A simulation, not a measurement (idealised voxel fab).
process module | voxel air gaps
cross-section cut | 300 nm wide | cells 5 nm
A cross-section is a grid of square cells, given in bands from the top down. A band is one or more rows of cells.
Each band's line starts with the height of the band's top and of its bottom, in nm. Then come its materials from left to right, each with its width in nm. One material with "throughout" fills the band from edge to edge. "air" is empty space.
Height 0 is the level under which the wafer as received is all one material. The lowest band goes on downwards, as in "0 down".
A width such as "30 to 40" changes by the same amount from each row of cells to the next, from the band's top row to its bottom row.
"no change" after a step means that no cell of the cross-section changed.
closed voids: empty space of 8 cells or more with no open way to the top, each as width x height at its distance from the left edge, in nm
after a step's settings: what the simulator itself notes on the step
overlay nm, on a step with a mask: how far to the right of its planned place the mask lay; to the left if negative
plan
1 op RECEIVE | material Si
2 op CONFORMAL_DEP | material SiO2 | thk nm 10
3 op CONFORMAL_DEP | material SiN | thk nm 5
4 op DIRECTIONAL_DEP | material lowk | thk nm 40
5 op MASKED_ETCH | tone open | mask id LINES | width nm 15 | pitch nm 45 | etch materials lowk | depth nm 40 | overlay nm 0
6 op CONFORMAL_DEP | material TiN | thk nm 5
7 op FILL_DEP | material Ru | thk nm 10
8 op CMP | height nm 55
9 op EPI | material Ru | thk nm 10
10 op SELECTIVE_ETCH | etch materials lowk | depth nm 50
11 op CONFORMAL_DEP | material SiN | thk nm 5
as received, after step 1
  0 down: Si throughout
  closed voids: none
a wafer at the end: this start, this plan, one mistake
  80 to 75: air 70 | SiN 155 | air 75
  75 to 55: air 70 | SiN 5 | Ru 145 | SiN 5 | air 75
  55 to 50: air 70 | SiN 25 | TiN 5 | Ru 5 | TiN 5 | lowk 30 | TiN 5 | Ru 5 | TiN 5 | lowk 30 | TiN 5 | Ru 5 | TiN 5 | SiN 25 | air 75
  50 to 20: air 90 | SiN 5 | TiN 5 | Ru 5 | TiN 5 | lowk 30 | TiN 5 | Ru 5 | TiN 5 | lowk 30 | TiN 5 | Ru 5 | TiN 5 | SiN 5 | air 95
  20 to 15: SiN 95 | TiN 15 | lowk 30 | TiN 15 | lowk 30 | TiN 15 | SiN 100
  15 to 10: SiN throughout
  10 to 0: SiO2 throughout
  0 down: Si throughout
  closed voids: none
what went wrong: step 9 was run twice
